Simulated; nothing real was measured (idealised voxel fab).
The name of this process module is voxel self aligned vias.
160 nm wide, 5 nm square cells: that's cross-section cut.
A cross-section is a grid of square cells, given in bands from the top down. A band is one or more rows of cells. First you get the band's top height and its bottom height, in nm, and then the materials it's made of, left to right, with each width in nm. If you see a single material with "all across", that one covers the band edge to edge. "air" is empty space. Ref level 0: as-received wafer is one material below here. Bottom band extends down with no lower bound ("0 nm and below"). Read "30..40" as a graded width: first number on top, second number at the bottom, same change between each pair of neighbouring rows. "no alteration", as given for a step, is the statement that not any cell of the cross-section underwent a change during that step. If an empty space has no open way to the top and is at least 8 cells in size, "Enclosed internal voids" lists it, written width x height at distance, where distance is measured from the left edge and every value is in nm. It should be noted that, on the line of a given step, the content following the step's settings is a remark produced by the simulator itself with respect to that step. On any step carrying a mask, the "overlay nm" setting, if present on the step's line, tells how far right of its planned place the mask lay; negative values point to the left.
[Here's what the planned process steps look like]
1: RECEIVE [material Si]
2: CONFORMAL_DEP [material SiO2] [thk nm 10]
3: CONFORMAL_DEP [material SiCN] [thk nm 5]
4: DIRECTIONAL_DEP [material lowk] [thk nm 25]
5: DIRECTIONAL_DEP [material aC] [thk nm 15]
6: PATTERN [tone open] [mask id LINES] [material resist] [width nm 25] [pitch nm 55] [thk nm 30] [overlay nm 0]
7: DIRECTIONAL_ETCH [etch materials aC] [depth nm 15]
8: STRIP [etch materials resist]
9: DIRECTIONAL_ETCH [etch materials lowk] [depth nm 25]
10: STRIP [etch materials aC]
11: CONFORMAL_DEP [material TiN] [thk nm 5]
12: FILL_DEP [material Ru] [thk nm 5]
13: CMP [height nm 40]
14: SELECTIVE_ETCH [etch materials W Ru TiN] [depth nm 5]
15: FILL_DEP [material SiN] [thk nm 10]
16: CMP [height nm 40]
17: DIRECTIONAL_DEP [material lowk] [thk nm 15]
18: PATTERN [tone open] [mask id VIAS] [material resist] [width nm 35] [pitch nm 55] [thk nm 15] [overlay nm 0]
19: DIRECTIONAL_ETCH [etch materials lowk] [depth nm 15]
20: DIRECTIONAL_ETCH [etch materials SiN] [depth nm 5]
21: STRIP [etch materials resist]
22: CONFORMAL_DEP [material TiN] [thk nm 5]
23: FILL_DEP [material W] [thk nm 10]
24: CMP [height nm 55]
25: CONFORMAL_DEP [material SiN] [thk nm 5]
[The first of two wafers, run as planned]
[Wafer cross-section on receipt, i.e. after step 1]
0 nm and below: Si all across
Enclosed internal voids: none
[Cross-section of the wafer subsequent to step 2]
10 nm to 0 nm: SiO2 all across
Unchanged below 0.
[Cross-section of the wafer subsequent to step 3]
15 nm to 10 nm: SiCN all across
Unchanged below 10.
[Cross-section of the wafer subsequent to step 4]
40 nm to 15 nm: lowk all across
Unchanged below 15.
[Cross-section of the wafer subsequent to step 5]
55 nm to 40 nm: aC all across
Unchanged below 40.
[Cross-section of the wafer subsequent to step 6]
85 nm to 55 nm: 40 nm resist / 25 nm air / 30 nm resist / 25 nm air / 40 nm resist
Unchanged below 55.
[Cross-section of the wafer subsequent to step 7]
70 nm to 55 nm: 40 nm resist / 25 nm air / 30 nm resist / 25 nm air / 40 nm resist
55 nm to 40 nm: 40 nm aC / 25 nm air / 30 nm aC / 25 nm air / 40 nm aC
Unchanged below 40.
[Cross-section of the wafer subsequent to step 8]
55 nm to 40 nm: 40 nm aC / 25 nm air / 30 nm aC / 25 nm air / 40 nm aC
Unchanged below 40.
[Cross-section of the wafer subsequent to step 9]
55 nm to 40 nm: 40 nm aC / 25 nm air / 30 nm aC / 25 nm air / 40 nm aC
40 nm to 15 nm: 40 nm lowk / 25 nm air / 30 nm lowk / 25 nm air / 40 nm lowk
Unchanged below 15.
[Cross-section of the wafer subsequent to step 10]
40 nm to 15 nm: 40 nm lowk / 25 nm air / 30 nm lowk / 25 nm air / 40 nm lowk
Unchanged below 15.
[Cross-section of the wafer subsequent to step 11]
45 nm to 40 nm: 45 nm TiN / 15 nm air / 40 nm TiN / 15 nm air / 45 nm TiN
40 nm to 20 nm: 40 nm lowk / 5 nm TiN / 15 nm air / 5 nm TiN / 30 nm lowk / 5 nm TiN / 15 nm air / 5 nm TiN / 40 nm lowk
20 nm to 15 nm: 40 nm lowk / 25 nm TiN / 30 nm lowk / 25 nm TiN / 40 nm lowk
Unchanged below 15.
[Cross-section of the wafer subsequent to step 12]
50 nm to 45 nm: Ru all across
45 nm to 40 nm: 45 nm TiN / 15 nm Ru / 40 nm TiN / 15 nm Ru / 45 nm TiN
40 nm to 20 nm: 40 nm lowk / 5 nm TiN / 15 nm Ru / 5 nm TiN / 30 nm lowk / 5 nm TiN / 15 nm Ru / 5 nm TiN / 40 nm lowk
Unchanged below 20.
[Cross-section of the wafer subsequent to step 13]
40 nm to 20 nm: 40 nm lowk / 5 nm TiN / 15 nm Ru / 5 nm TiN / 30 nm lowk / 5 nm TiN / 15 nm Ru / 5 nm TiN / 40 nm lowk
Unchanged below 20.
[Cross-section of the wafer subsequent to step 14]
40 nm to 35 nm: 40 nm lowk / 25 nm air / 30 nm lowk / 25 nm air / 40 nm lowk
Unchanged below 35.
[Cross-section of the wafer subsequent to step 15]
50 nm to 40 nm: SiN all across
40 nm to 35 nm: 40 nm lowk / 25 nm SiN / 30 nm lowk / 25 nm SiN / 40 nm lowk
Unchanged below 35.
[Cross-section of the wafer subsequent to step 16]
40 nm to 35 nm: 40 nm lowk / 25 nm SiN / 30 nm lowk / 25 nm SiN / 40 nm lowk
Unchanged below 35.
[Cross-section of the wafer subsequent to step 17]
55 nm to 40 nm: lowk all across
Unchanged below 40.
[Cross-section of the wafer subsequent to step 18]
70 nm to 55 nm: 35 nm resist / 35 nm air / 20 nm resist / 35 nm air / 35 nm resist
Unchanged below 55.
[Cross-section of the wafer subsequent to step 19]
70 nm to 55 nm: 35 nm resist / 35 nm air / 20 nm resist / 35 nm air / 35 nm resist
55 nm to 40 nm: 35 nm lowk / 35 nm air / 20 nm lowk / 35 nm air / 35 nm lowk
Unchanged below 40.
[Cross-section of the wafer subsequent to step 20]
70 nm to 55 nm: 35 nm resist / 35 nm air / 20 nm resist / 35 nm air / 35 nm resist
55 nm to 40 nm: 35 nm lowk / 35 nm air / 20 nm lowk / 35 nm air / 35 nm lowk
40 nm to 35 nm: 40 nm lowk / 25 nm air / 30 nm lowk / 25 nm air / 40 nm lowk
Unchanged below 35.
[Cross-section of the wafer subsequent to step 21]
55 nm to 40 nm: 35 nm lowk / 35 nm air / 20 nm lowk / 35 nm air / 35 nm lowk
Unchanged below 40.
[Cross-section of the wafer subsequent to step 22]
60 nm to 55 nm: 40 nm TiN / 25 nm air / 30 nm TiN / 25 nm air / 40 nm TiN
55 nm to 45 nm: 35 nm lowk / 5 nm TiN / 25 nm air / 5 nm TiN / 20 nm lowk / 5 nm TiN / 25 nm air / 5 nm TiN / 35 nm lowk
45 nm to 40 nm: 35 nm lowk / 10 nm TiN / 15 nm air / 10 nm TiN / 20 nm lowk / 10 nm TiN / 15 nm air / 10 nm TiN / 35 nm lowk
40 nm to 35 nm: 40 nm lowk / 25 nm TiN / 30 nm lowk / 25 nm TiN / 40 nm lowk
Unchanged below 35.
[Cross-section of the wafer subsequent to step 23]
70 nm to 60 nm: W all across
60 nm to 55 nm: 40 nm TiN / 25 nm W / 30 nm TiN / 25 nm W / 40 nm TiN
55 nm to 45 nm: 35 nm lowk / 5 nm TiN / 25 nm W / 5 nm TiN / 20 nm lowk / 5 nm TiN / 25 nm W / 5 nm TiN / 35 nm lowk
45 nm to 40 nm: 35 nm lowk / 10 nm TiN / 15 nm W / 10 nm TiN / 20 nm lowk / 10 nm TiN / 15 nm W / 10 nm TiN / 35 nm lowk
Unchanged below 40.
[Cross-section of the wafer subsequent to step 24]
55 nm to 45 nm: 35 nm lowk / 5 nm TiN / 25 nm W / 5 nm TiN / 20 nm lowk / 5 nm TiN / 25 nm W / 5 nm TiN / 35 nm lowk
Unchanged below 45.
[Cross-section of the wafer subsequent to step 25]
60 nm to 55 nm: SiN all across
Unchanged below 55.
[Companion wafer, the second of two: same beginning, same intended sequence, one mistake in carrying it out; through step 23 inclusive it tracks the first exactly]
Look at the second wafer in cross-section at the time step 24 ought to have finished: no alteration
[Look at the second wafer in cross-section at the time step 25 ought to have finished]
75 nm to 70 nm: SiN all across
Unchanged below 70.
Diagnosis: step 24 in the plan did not get run; it was skipped
FYI, end of process, the second wafer has more or fewer cells of some materials than the first: TiN: 22 more, W: 74 more
